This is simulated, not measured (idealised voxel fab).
Proc. module: voxel transistor to metal
Shown is cross-section cut, with a width of 200 nm and square cells of size 5 nm.
Format of a cross-section: grid, square cells. Given as bands. Order: top down. Band: one or more rows of cells.
First you get the band's top height and its bottom height, in nm, and then the materials it's made of, left to right, with each width in nm. If you see a single material with "all across", that one covers the band edge to edge. "air" is empty space.
Heights are reckoned from 0. Under this level, the received wafer is all of one material. The bottommost band is open-ended downward, for example "0 nm and below".
The two numbers in a width such as "30->40" mark its ends across the band: the first belongs to the top row of cells, the second to the bottom row, and from each row to the next the width moves by the same amount.
Basically "same as before" means that step didn't change any cell in the cross-section.
Entry "Enclosed empty spaces" = empty spaces >= 8 cells with no open way to the top; each as width x height at distance, distance from left edge, all nm.
Text after the settings on a step's line: the simulator's own remark on that step.
overlay nm, on a step with a mask: how far to the right of its planned place the mask lay; to the left if negative

**Steps planned for the process**
| 1 | RECEIVE (material Si) |
| 2 | OXIDIZE (depth nm 5) |
| 3 | CONFORMAL_DEP (material SiN; thk nm 10) |
| 4 | DIRECTIONAL_DEP (material aC; thk nm 10) |
| 5 | PATTERN (tone cover; mask id ACTIVE; material resist; width nm 115; thk nm 30; overlay nm 0) |
| 6 | DIRECTIONAL_ETCH (etch materials aC; depth nm 10) |
| 7 | STRIP (etch materials resist) |
| 8 | DIRECTIONAL_ETCH (etch materials SiN; depth nm 10) |
| 9 | DIRECTIONAL_ETCH (etch materials SiO2; depth nm 5) |
| 10 | DIRECTIONAL_ETCH (etch materials Si; depth nm 20) |
| 11 | STRIP (etch materials aC) |
| 12 | OXIDIZE (depth nm 5) |
| 13 | FILL_DEP (material SiO2; thk nm 5) |
| 14 | CMP (height nm 10) |
| 15 | SELECTIVE_ETCH (etch materials SiO2; depth nm 5) |
| 16 | STRIP (etch materials SiN) |
| 17 | SELECTIVE_ETCH (etch materials SiO2; depth nm 5) |
| 18 | OXIDIZE (depth nm 5) |
| 19 | DIRECTIONAL_DEP (material polySi; thk nm 25) |
| 20 | DIRECTIONAL_DEP (material SiCN; thk nm 15) |
| 21 | PATTERN (tone cover; mask id GATE; material resist; width nm 35; thk nm 15; overlay nm 0) |
| 22 | DIRECTIONAL_ETCH (etch materials SiCN; depth nm 25) |
| 23 | DIRECTIONAL_ETCH (etch materials polySi; depth nm 35) |
| 24 | STRIP (etch materials resist) |
| 25 | CONFORMAL_DEP (material SiN; thk nm 5) |
| 26 | DIRECTIONAL_ETCH (etch materials SiN; depth nm 5) |
| 27 | DIRECTIONAL_ETCH (etch materials SiO2; depth nm 5) |
| 28 | DIRECTIONAL_ETCH (etch materials Si; depth nm 10) |
| 29 | EPI (material pSi; thk nm 15) |
| 30 | FILL_DEP (material SiO2; thk nm 10) |
| 31 | CMP (height nm 20) |
| 32 | STRIP (etch materials polySi) |
| 33 | SELECTIVE_ETCH (etch materials SiO2; depth nm 5) |
| 34 | CONFORMAL_DEP (material HfO2; thk nm 5) |
| 35 | CONFORMAL_DEP (material TiN; thk nm 5) |
| 36 | FILL_DEP (material W; thk nm 10) |
| 37 | CMP (height nm 15) |
| 38 | DIRECTIONAL_DEP (material SiO2; thk nm 10) |
| 39 | MASKED_ETCH (tone open; mask id CONTACT; width nm 15; pitch nm 80; etch materials SiO2; depth nm 30; overlay nm 0) |
| 40 | CONFORMAL_DEP (material TiN; thk nm 5) |
| 41 | FILL_DEP (material Ru; thk nm 10) |
| 42 | CMP (height nm 25) |
| 43 | CONFORMAL_DEP (material SiN; thk nm 5) |
| 44 | DIRECTIONAL_DEP (material SiO2; thk nm 20) |
| 45 | MASKED_ETCH (tone open; mask id METAL_1; width nm 15; pitch nm 80; etch materials SiO2; depth nm 20; overlay nm 0) |
| 46 | MASKED_ETCH (tone open; mask id METAL_1; width nm 15; pitch nm 80; etch materials SiN; depth nm 5; overlay nm 0) |
| 47 | CONFORMAL_DEP (material TiN; thk nm 5) |
| 48 | FILL_DEP (material Cu; thk nm 5) |
| 49 | CMP (height nm 50) |
| 50 | EPI (material Ru; thk nm 5) |
| 51 | FILL_DEP (material SiCN; thk nm 5) |

**first wafer, as planned**

**This is the cross-section of the wafer as we received it, i.e. after step 1**
    0 nm and below | Si all across
    Enclosed empty spaces: none

**Step 2 complete: cross-section through the wafer**
    0 nm to -5 nm | SiO2 all across
    Rest of section, below -5: as before.

**Step 3 complete: cross-section through the wafer**
    10 nm to 0 nm | SiN all across
    Rest of section, below 0: as before.

**Step 4 complete: cross-section through the wafer**
    20 nm to 10 nm | aC all across
    Rest of section, below 10: as before.

**Step 5 complete: cross-section through the wafer**
    50 nm to 20 nm | air 40 nm, then resist 115 nm, then air 45 nm
    Rest of section, below 20: as before.

**Step 6 complete: cross-section through the wafer**
    40 nm to 20 nm | air 40 nm, then resist 115 nm, then air 45 nm
    20 nm to 10 nm | air 40 nm, then aC 115 nm, then air 45 nm
    Rest of section, below 10: as before.

**Step 7 complete: cross-section through the wafer**
    20 nm to 10 nm | air 40 nm, then aC 115 nm, then air 45 nm
    Rest of section, below 10: as before.

**Step 8 complete: cross-section through the wafer**
    20 nm to 10 nm | air 40 nm, then aC 115 nm, then air 45 nm
    10 nm to 0 nm | air 40 nm, then SiN 115 nm, then air 45 nm
    Rest of section, below 0: as before.

**Step 9 complete: cross-section through the wafer**
    20 nm to 10 nm | air 40 nm, then aC 115 nm, then air 45 nm
    10 nm to 0 nm | air 40 nm, then SiN 115 nm, then air 45 nm
    0 nm to -5 nm | air 40 nm, then SiO2 115 nm, then air 45 nm
    Rest of section, below -5: as before.

**Step 10 complete: cross-section through the wafer**
    20 nm to 10 nm | air 40 nm, then aC 115 nm, then air 45 nm
    10 nm to 0 nm | air 40 nm, then SiN 115 nm, then air 45 nm
    0 nm to -5 nm | air 40 nm, then SiO2 115 nm, then air 45 nm
    -5 nm to -25 nm | air 40 nm, then Si 115 nm, then air 45 nm
    Rest of section, below -25: as before.

**Step 11 complete: cross-section through the wafer**
    10 nm to 0 nm | air 40 nm, then SiN 115 nm, then air 45 nm
    Rest of section, below 0: as before.

**Step 12 complete: cross-section through the wafer**
    10 nm to 0 nm | air 40 nm, then SiN 115 nm, then air 45 nm
    0 nm to -5 nm | air 40 nm, then SiO2 115 nm, then air 45 nm
    -5 nm to -25 nm | air 40 nm, then SiO2 5 nm, then Si 105 nm, then SiO2 5 nm, then air 45 nm
    -25 nm to -30 nm | SiO2 45 nm, then Si 105 nm, then SiO2 50 nm
    Rest of section, below -30: as before.

**Step 13 complete: cross-section through the wafer**
    15 nm to 10 nm | SiO2 all across
    10 nm to 0 nm | SiO2 40 nm, then SiN 115 nm, then SiO2 45 nm
    0 nm to -5 nm | SiO2 all across
    -5 nm to -30 nm | SiO2 45 nm, then Si 105 nm, then SiO2 50 nm
    Rest of section, below -30: as before.

**Step 14 complete: cross-section through the wafer**
    10 nm to 0 nm | SiO2 40 nm, then SiN 115 nm, then SiO2 45 nm
    Rest of section, below 0: as before.

**Step 15 complete: cross-section through the wafer**
    10 nm to 5 nm | air 40 nm, then SiN 115 nm, then air 45 nm
    Rest of section, below 5: as before.

**Step 16 complete: cross-section through the wafer**
    5 nm to 0 nm | SiO2 40 nm, then air 115 nm, then SiO2 45 nm
    Rest of section, below 0: as before.

**Step 17 complete: cross-section through the wafer**
    0 nm to -5 nm | SiO2 35 nm, then air 125 nm, then SiO2 40 nm
    Rest of section, below -5: as before.

**Step 18 complete: cross-section through the wafer**
    0 nm to -5 nm | SiO2 35 nm, then air 125 nm, then SiO2 40 nm
    -5 nm to -10 nm | SiO2 all across
    Rest of section, below -10: as before.

**Step 19 complete: cross-section through the wafer**
    25 nm to 20 nm | polySi 35 nm, then air 125 nm, then polySi 40 nm
    20 nm to 0 nm | polySi all across
    0 nm to -5 nm | SiO2 35 nm, then polySi 125 nm, then SiO2 40 nm
    Rest of section, below -5: as before.

**Step 20 complete: cross-section through the wafer**
    40 nm to 35 nm | SiCN 35 nm, then air 125 nm, then SiCN 40 nm
    35 nm to 25 nm | SiCN all across
    25 nm to 20 nm | polySi 35 nm, then SiCN 125 nm, then polySi 40 nm
    Rest of section, below 20: as before.

**Step 21 complete: cross-section through the wafer**
    55 nm to 40 nm | air 80 nm, then resist 35 nm, then air 85 nm
    40 nm to 35 nm | SiCN 35 nm, then air 45 nm, then resist 35 nm, then air 45 nm, then SiCN 40 nm
    Rest of section, below 35: as before.

**Step 22 complete: cross-section through the wafer**
    55 nm to 35 nm | air 80 nm, then resist 35 nm, then air 85 nm
    35 nm to 25 nm | air 80 nm, then SiCN 35 nm, then air 85 nm
    25 nm to 20 nm | polySi 35 nm, then air 45 nm, then SiCN 35 nm, then air 45 nm, then polySi 40 nm
    Rest of section, below 20: as before.

**Step 23 complete: cross-section through the wafer**
    55 nm to 35 nm | air 80 nm, then resist 35 nm, then air 85 nm
    35 nm to 20 nm | air 80 nm, then SiCN 35 nm, then air 85 nm
    20 nm to 0 nm | air 80 nm, then polySi 35 nm, then air 85 nm
    0 nm to -5 nm | SiO2 35 nm, then air 45 nm, then polySi 35 nm, then air 45 nm, then SiO2 40 nm
    Rest of section, below -5: as before.

**Step 24 complete: cross-section through the wafer**
    35 nm to 20 nm | air 80 nm, then SiCN 35 nm, then air 85 nm
    Rest of section, below 20: as before.

**Step 25 complete: cross-section through the wafer**
    40 nm to 35 nm | air 75 nm, then SiN 45 nm, then air 80 nm
    35 nm to 20 nm | air 75 nm, then SiN 5 nm, then SiCN 35 nm, then SiN 5 nm, then air 80 nm
    20 nm to 5 nm | air 75 nm, then SiN 5 nm, then polySi 35 nm, then SiN 5 nm, then air 80 nm
    5 nm to 0 nm | SiN 40 nm, then air 35 nm, then SiN 5 nm, then polySi 35 nm, then SiN 5 nm, then air 35 nm, then SiN 45 nm
    0 nm to -5 nm | SiO2 35 nm, then SiN 45 nm, then polySi 35 nm, then SiN 45 nm, then SiO2 40 nm
    Rest of section, below -5: as before.

**Step 26 complete: cross-section through the wafer**
    35 nm to 20 nm | air 75 nm, then SiN 5 nm, then SiCN 35 nm, then SiN 5 nm, then air 80 nm
    20 nm to 0 nm | air 75 nm, then SiN 5 nm, then polySi 35 nm, then SiN 5 nm, then air 80 nm
    0 nm to -5 nm | SiO2 35 nm, then SiN 5 nm, then air 35 nm, then SiN 5 nm, then polySi 35 nm, then SiN 5 nm, then air 35 nm, then SiN 5 nm, then SiO2 40 nm
    Rest of section, below -5: as before.

**Step 27 complete: cross-section through the wafer**
    35 nm to 20 nm | air 75 nm, then SiN 5 nm, then SiCN 35 nm, then SiN 5 nm, then air 80 nm
    20 nm to 0 nm | air 75 nm, then SiN 5 nm, then polySi 35 nm, then SiN 5 nm, then air 80 nm
    0 nm to -5 nm | air 35 nm, then SiN 5 nm, then air 35 nm, then SiN 5 nm, then polySi 35 nm, then SiN 5 nm, then air 35 nm, then SiN 5 nm, then air 40 nm
    -5 nm to -10 nm | SiO2 40 nm, then air 35 nm, then SiO2 45 nm, then air 35 nm, then SiO2 45 nm
    Rest of section, below -10: as before.

**Step 28 complete: cross-section through the wafer**
    35 nm to 20 nm | air 75 nm, then SiN 5 nm, then SiCN 35 nm, then SiN 5 nm, then air 80 nm
    20 nm to 0 nm | air 75 nm, then SiN 5 nm, then polySi 35 nm, then SiN 5 nm, then air 80 nm
    0 nm to -5 nm | air 35 nm, then SiN 5 nm, then air 35 nm, then SiN 5 nm, then polySi 35 nm, then SiN 5 nm, then air 35 nm, then SiN 5 nm, then air 40 nm
    -5 nm to -10 nm | SiO2 40 nm, then air 35 nm, then SiO2 45 nm, then air 35 nm, then SiO2 45 nm
    -10 nm to -20 nm | SiO2 45 nm, then air 30 nm, then Si 45 nm, then air 30 nm, then SiO2 50 nm
    Rest of section, below -20: as before.

**Step 29 complete: cross-section through the wafer**
    35 nm to 20 nm | air 75 nm, then SiN 5 nm, then SiCN 35 nm, then SiN 5 nm, then air 80 nm
    20 nm to 5 nm | air 75 nm, then SiN 5 nm, then polySi 35 nm, then SiN 5 nm, then air 80 nm
    5 nm to 0 nm | air 60 nm, then pSi 15 nm, then SiN 5 nm, then polySi 35 nm, then SiN 5 nm, then pSi 15 nm, then air 65 nm
    0 nm to -5 nm | air 35 nm, then SiN 5 nm, then air 20 nm, then pSi 15 nm, then SiN 5 nm, then polySi 35 nm, then SiN 5 nm, then pSi 15 nm, then air 20 nm, then SiN 5 nm, then air 40 nm
    -5 nm to -10 nm | SiO2 40 nm, then pSi 35 nm, then SiO2 45 nm, then pSi 35 nm, then SiO2 45 nm
    -10 nm to -20 nm | SiO2 45 nm, then pSi 30 nm, then Si 45 nm, then pSi 30 nm, then SiO2 50 nm
    Rest of section, below -20: as before.

**Step 30 complete: cross-section through the wafer**
    45 nm to 35 nm | SiO2 all across
    35 nm to 20 nm | SiO2 75 nm, then SiN 5 nm, then SiCN 35 nm, then SiN 5 nm, then SiO2 80 nm
    20 nm to 5 nm | SiO2 75 nm, then SiN 5 nm, then polySi 35 nm, then SiN 5 nm, then SiO2 80 nm
    5 nm to 0 nm | SiO2 60 nm, then pSi 15 nm, then SiN 5 nm, then polySi 35 nm, then SiN 5 nm, then pSi 15 nm, then SiO2 65 nm
    0 nm to -5 nm | SiO2 35 nm, then SiN 5 nm, then SiO2 20 nm, then pSi 15 nm, then SiN 5 nm, then polySi 35 nm, then SiN 5 nm, then pSi 15 nm, then SiO2 20 nm, then SiN 5 nm, then SiO2 40 nm
    Rest of section, below -5: as before.

**Step 31 complete: cross-section through the wafer**
    20 nm to 5 nm | SiO2 75 nm, then SiN 5 nm, then polySi 35 nm, then SiN 5 nm, then SiO2 80 nm
    Rest of section, below 5: as before.

**Step 32 complete: cross-section through the wafer**
    20 nm to 5 nm | SiO2 75 nm, then SiN 5 nm, then air 35 nm, then SiN 5 nm, then SiO2 80 nm
    5 nm to 0 nm | SiO2 60 nm, then pSi 15 nm, then SiN 5 nm, then air 35 nm, then SiN 5 nm, then pSi 15 nm, then SiO2 65 nm
    0 nm to -5 nm | SiO2 35 nm, then SiN 5 nm, then SiO2 20 nm, then pSi 15 nm, then SiN 5 nm, then air 35 nm, then SiN 5 nm, then pSi 15 nm, then SiO2 20 nm, then SiN 5 nm, then SiO2 40 nm
    Rest of section, below -5: as before.

**Step 33 complete: cross-section through the wafer**
    20 nm to 15 nm | air 75 nm, then SiN 5 nm, then air 35 nm, then SiN 5 nm, then air 80 nm
    15 nm to 5 nm | SiO2 75 nm, then SiN 5 nm, then air 35 nm, then SiN 5 nm, then SiO2 80 nm
    5 nm to 0 nm | SiO2 60 nm, then pSi 15 nm, then SiN 5 nm, then air 35 nm, then SiN 5 nm, then pSi 15 nm, then SiO2 65 nm
    0 nm to -5 nm | SiO2 35 nm, then SiN 5 nm, then SiO2 20 nm, then pSi 15 nm, then SiN 5 nm, then air 35 nm, then SiN 5 nm, then pSi 15 nm, then SiO2 20 nm, then SiN 5 nm, then SiO2 40 nm
    -5 nm to -10 nm | SiO2 40 nm, then pSi 35 nm, then air 45 nm, then pSi 35 nm, then SiO2 45 nm
    Rest of section, below -10: as before.

**Step 34 complete: cross-section through the wafer**
    25 nm to 20 nm | air 70 nm, then HfO2 15 nm, then air 25 nm, then HfO2 15 nm, then air 75 nm
    20 nm to 15 nm | HfO2 75 nm, then SiN 5 nm, then HfO2 5 nm, then air 25 nm, then HfO2 5 nm, then SiN 5 nm, then HfO2 80 nm
    15 nm to 5 nm | SiO2 75 nm, then SiN 5 nm, then HfO2 5 nm, then air 25 nm, then HfO2 5 nm, then SiN 5 nm, then SiO2 80 nm
    5 nm to 0 nm | SiO2 60 nm, then pSi 15 nm, then SiN 5 nm, then HfO2 5 nm, then air 25 nm, then HfO2 5 nm, then SiN 5 nm, then pSi 15 nm, then SiO2 65 nm
    0 nm to -5 nm | SiO2 35 nm, then SiN 5 nm, then SiO2 20 nm, then pSi 15 nm, then SiN 5 nm, then HfO2 5 nm, then air 25 nm, then HfO2 5 nm, then SiN 5 nm, then pSi 15 nm, then SiO2 20 nm, then SiN 5 nm, then SiO2 40 nm
    -5 nm to -10 nm | SiO2 40 nm, then pSi 35 nm, then HfO2 45 nm, then pSi 35 nm, then SiO2 45 nm
    Rest of section, below -10: as before.

**Step 35 complete: cross-section through the wafer**
    30 nm to 25 nm | air 65 nm, then TiN 25 nm, then air 15 nm, then TiN 25 nm, then air 70 nm
    25 nm to 20 nm | TiN 70 nm, then HfO2 15 nm, then TiN 5 nm, then air 15 nm, then TiN 5 nm, then HfO2 15 nm, then TiN 75 nm
    20 nm to 15 nm | HfO2 75 nm, then SiN 5 nm, then HfO2 5 nm, then TiN 5 nm, then air 15 nm, then TiN 5 nm, then HfO2 5 nm, then SiN 5 nm, then HfO2 80 nm
    15 nm to 5 nm | SiO2 75 nm, then SiN 5 nm, then HfO2 5 nm, then TiN 5 nm, then air 15 nm, then TiN 5 nm, then HfO2 5 nm, then SiN 5 nm, then SiO2 80 nm
    5 nm to 0 nm | SiO2 60 nm, then pSi 15 nm, then SiN 5 nm, then HfO2 5 nm, then TiN 5 nm, then air 15 nm, then TiN 5 nm, then HfO2 5 nm, then SiN 5 nm, then pSi 15 nm, then SiO2 65 nm
    0 nm to -5 nm | SiO2 35 nm, then SiN 5 nm, then SiO2 20 nm, then pSi 15 nm, then SiN 5 nm, then HfO2 5 nm, then TiN 25 nm, then HfO2 5 nm, then SiN 5 nm, then pSi 15 nm, then SiO2 20 nm, then SiN 5 nm, then SiO2 40 nm
    Rest of section, below -5: as before.

**Step 36 complete: cross-section through the wafer**
    40 nm to 30 nm | W all across
    30 nm to 25 nm | W 65 nm, then TiN 25 nm, then W 15 nm, then TiN 25 nm, then W 70 nm
    25 nm to 20 nm | TiN 70 nm, then HfO2 15 nm, then TiN 5 nm, then W 15 nm, then TiN 5 nm, then HfO2 15 nm, then TiN 75 nm
    20 nm to 15 nm | HfO2 75 nm, then SiN 5 nm, then HfO2 5 nm, then TiN 5 nm, then W 15 nm, then TiN 5 nm, then HfO2 5 nm, then SiN 5 nm, then HfO2 80 nm
    15 nm to 5 nm | SiO2 75 nm, then SiN 5 nm, then HfO2 5 nm, then TiN 5 nm, then W 15 nm, then TiN 5 nm, then HfO2 5 nm, then SiN 5 nm, then SiO2 80 nm
    5 nm to 0 nm | SiO2 60 nm, then pSi 15 nm, then SiN 5 nm, then HfO2 5 nm, then TiN 5 nm, then W 15 nm, then TiN 5 nm, then HfO2 5 nm, then SiN 5 nm, then pSi 15 nm, then SiO2 65 nm
    Rest of section, below 0: as before.

**Step 37 complete: cross-section through the wafer**
    15 nm to 5 nm | SiO2 75 nm, then SiN 5 nm, then HfO2 5 nm, then TiN 5 nm, then W 15 nm, then TiN 5 nm, then HfO2 5 nm, then SiN 5 nm, then SiO2 80 nm
    Rest of section, below 5: as before.

**Step 38 complete: cross-section through the wafer**
    25 nm to 15 nm | SiO2 all across
    Rest of section, below 15: as before.

**Step 39 complete: cross-section through the wafer**
    25 nm to 15 nm | SiO2 50 nm, then air 15 nm, then SiO2 65 nm, then air 15 nm, then SiO2 55 nm
    15 nm to 5 nm | SiO2 50 nm, then air 15 nm, then SiO2 10 nm, then SiN 5 nm, then HfO2 5 nm, then TiN 5 nm, then W 15 nm, then TiN 5 nm, then HfO2 5 nm, then SiN 5 nm, then SiO2 10 nm, then air 15 nm, then SiO2 55 nm
    5 nm to 0 nm | SiO2 50 nm, then air 10 nm, then pSi 15 nm, then SiN 5 nm, then HfO2 5 nm, then TiN 5 nm, then W 15 nm, then TiN 5 nm, then HfO2 5 nm, then SiN 5 nm, then pSi 15 nm, then air 10 nm, then SiO2 55 nm
    0 nm to -5 nm | SiO2 35 nm, then SiN 5 nm, then SiO2 10 nm, then air 10 nm, then pSi 15 nm, then SiN 5 nm, then HfO2 5 nm, then TiN 25 nm, then HfO2 5 nm, then SiN 5 nm, then pSi 15 nm, then air 10 nm, then SiO2 10 nm, then SiN 5 nm, then SiO2 40 nm
    Rest of section, below -5: as before.

**Step 40 complete: cross-section through the wafer**
    30 nm to 25 nm | TiN 55 nm, then air 5 nm, then TiN 75 nm, then air 5 nm, then TiN 60 nm
    25 nm to 15 nm | SiO2 50 nm, then TiN 5 nm, then air 5 nm, then TiN 5 nm, then SiO2 65 nm, then TiN 5 nm, then air 5 nm, then TiN 5 nm, then SiO2 55 nm
    15 nm to 10 nm | SiO2 50 nm, then TiN 5 nm, then air 5 nm, then TiN 5 nm, then SiO2 10 nm, then SiN 5 nm, then HfO2 5 nm, then TiN 5 nm, then W 15 nm, then TiN 5 nm, then HfO2 5 nm, then SiN 5 nm, then SiO2 10 nm, then TiN 5 nm, then air 5 nm, then TiN 5 nm, then SiO2 55 nm
    10 nm to 5 nm | SiO2 50 nm, then TiN 15 nm, then SiO2 10 nm, then SiN 5 nm, then HfO2 5 nm, then TiN 5 nm, then W 15 nm, then TiN 5 nm, then HfO2 5 nm, then SiN 5 nm, then SiO2 10 nm, then TiN 15 nm, then SiO2 55 nm
    5 nm to 0 nm | SiO2 50 nm, then TiN 10 nm, then pSi 15 nm, then SiN 5 nm, then HfO2 5 nm, then TiN 5 nm, then W 15 nm, then TiN 5 nm, then HfO2 5 nm, then SiN 5 nm, then pSi 15 nm, then TiN 10 nm, then SiO2 55 nm
    0 nm to -5 nm | SiO2 35 nm, then SiN 5 nm, then SiO2 10 nm, then TiN 10 nm, then pSi 15 nm, then SiN 5 nm, then HfO2 5 nm, then TiN 25 nm, then HfO2 5 nm, then SiN 5 nm, then pSi 15 nm, then TiN 10 nm, then SiO2 10 nm, then SiN 5 nm, then SiO2 40 nm
    Rest of section, below -5: as before.

**Step 41 complete: cross-section through the wafer**
    40 nm to 30 nm | Ru all across
    30 nm to 25 nm | TiN 55 nm, then Ru 5 nm, then TiN 75 nm, then Ru 5 nm, then TiN 60 nm
    25 nm to 15 nm | SiO2 50 nm, then TiN 5 nm, then Ru 5 nm, then TiN 5 nm, then SiO2 65 nm, then TiN 5 nm, then Ru 5 nm, then TiN 5 nm, then SiO2 55 nm
    15 nm to 10 nm | SiO2 50 nm, then TiN 5 nm, then Ru 5 nm, then TiN 5 nm, then SiO2 10 nm, then SiN 5 nm, then HfO2 5 nm, then TiN 5 nm, then W 15 nm, then TiN 5 nm, then HfO2 5 nm, then SiN 5 nm, then SiO2 10 nm, then TiN 5 nm, then Ru 5 nm, then TiN 5 nm, then SiO2 55 nm
    Rest of section, below 10: as before.

**Step 42 complete: cross-section through the wafer**
    25 nm to 15 nm | SiO2 50 nm, then TiN 5 nm, then Ru 5 nm, then TiN 5 nm, then SiO2 65 nm, then TiN 5 nm, then Ru 5 nm, then TiN 5 nm, then SiO2 55 nm
    Rest of section, below 15: as before.

**Step 43 complete: cross-section through the wafer**
    30 nm to 25 nm | SiN all across
    Rest of section, below 25: as before.

**Step 44 complete: cross-section through the wafer**
    50 nm to 30 nm | SiO2 all across
    Rest of section, below 30: as before.

**Step 45 complete: cross-section through the wafer**
    50 nm to 30 nm | SiO2 50 nm, then air 15 nm, then SiO2 65 nm, then air 15 nm, then SiO2 55 nm
    Rest of section, below 30: as before.

**Step 46 complete: cross-section through the wafer**
    50 nm to 30 nm | SiO2 50 nm, then air 15 nm, then SiO2 65 nm, then air 15 nm, then SiO2 55 nm
    30 nm to 25 nm | SiN 50 nm, then air 15 nm, then SiN 65 nm, then air 15 nm, then SiN 55 nm
    Rest of section, below 25: as before.

**Step 47 complete: cross-section through the wafer**
    55 nm to 50 nm | TiN 55 nm, then air 5 nm, then TiN 75 nm, then air 5 nm, then TiN 60 nm
    50 nm to 30 nm | SiO2 50 nm, then TiN 5 nm, then air 5 nm, then TiN 5 nm, then SiO2 65 nm, then TiN 5 nm, then air 5 nm, then TiN 5 nm, then SiO2 55 nm
    30 nm to 25 nm | SiN 50 nm, then TiN 15 nm, then SiN 65 nm, then TiN 15 nm, then SiN 55 nm
    Rest of section, below 25: as before.

**Step 48 complete: cross-section through the wafer**
    60 nm to 55 nm | Cu all across
    55 nm to 50 nm | TiN 55 nm, then Cu 5 nm, then TiN 75 nm, then Cu 5 nm, then TiN 60 nm
    50 nm to 30 nm | SiO2 50 nm, then TiN 5 nm, then Cu 5 nm, then TiN 5 nm, then SiO2 65 nm, then TiN 5 nm, then Cu 5 nm, then TiN 5 nm, then SiO2 55 nm
    Rest of section, below 30: as before.

**Step 49 complete: cross-section through the wafer**
    50 nm to 30 nm | SiO2 50 nm, then TiN 5 nm, then Cu 5 nm, then TiN 5 nm, then SiO2 65 nm, then TiN 5 nm, then Cu 5 nm, then TiN 5 nm, then SiO2 55 nm
    Rest of section, below 30: as before.

**Step 50 complete: cross-section through the wafer**
    55 nm to 50 nm | air 45 nm, then Ru 25 nm, then air 55 nm, then Ru 25 nm, then air 50 nm
    Rest of section, below 50: as before.

**Step 51 complete: cross-section through the wafer**
    60 nm to 55 nm | SiCN all across
    55 nm to 50 nm | SiCN 45 nm, then Ru 25 nm, then SiCN 55 nm, then Ru 25 nm, then SiCN 50 nm
    Rest of section, below 50: as before.

**The second wafer: identical to the first at the outset and in its planned sequence, differing only in that one mistake was made during processing; up to and including step 46, its path is the first wafer's path**

**Cross-sectional view of the second wafer at the intended end time of process step 47**
    55 nm to 50 nm | Ru 55 nm, then air 5 nm, then Ru 75 nm, then air 5 nm, then Ru 60 nm
    50 nm to 30 nm | SiO2 50 nm, then Ru 5 nm, then air 5 nm, then Ru 5 nm, then SiO2 65 nm, then Ru 5 nm, then air 5 nm, then Ru 5 nm, then SiO2 55 nm
    30 nm to 25 nm | SiN 50 nm, then Ru 15 nm, then SiN 65 nm, then Ru 15 nm, then SiN 55 nm
    Rest of section, below 25: as before.

**Cross-sectional view of the second wafer at the intended end time of process step 48**
    60 nm to 55 nm | Cu all across
    55 nm to 50 nm | Ru 55 nm, then Cu 5 nm, then Ru 75 nm, then Cu 5 nm, then Ru 60 nm
    50 nm to 30 nm | SiO2 50 nm, then Ru 5 nm, then Cu 5 nm, then Ru 5 nm, then SiO2 65 nm, then Ru 5 nm, then Cu 5 nm, then Ru 5 nm, then SiO2 55 nm
    Rest of section, below 30: as before.

**Cross-sectional view of the second wafer at the intended end time of process step 49**
    50 nm to 30 nm | SiO2 50 nm, then Ru 5 nm, then Cu 5 nm, then Ru 5 nm, then SiO2 65 nm, then Ru 5 nm, then Cu 5 nm, then Ru 5 nm, then SiO2 55 nm
    Rest of section, below 30: as before.

**Cross-sectional view of the second wafer at the intended end time of process step 50**
    55 nm to 50 nm | air 45 nm, then Ru 25 nm, then air 55 nm, then Ru 25 nm, then air 50 nm
    Rest of section, below 50: as before.

**Cross-sectional view of the second wafer at the intended end time of process step 51**
    60 nm to 55 nm | SiCN all across
    55 nm to 50 nm | SiCN 45 nm, then Ru 25 nm, then SiCN 55 nm, then Ru 25 nm, then SiCN 50 nm
    Rest of section, below 50: as before.
What was the processing mistake? step 47 was processed under conditions differing from the plan, specifically as CONFORMAL_DEP (material Ru; thk nm 5)
End of process, cell counts, second wafer against first, materials with more or fewer: Ru: 22 more; TiN: 22 fewer
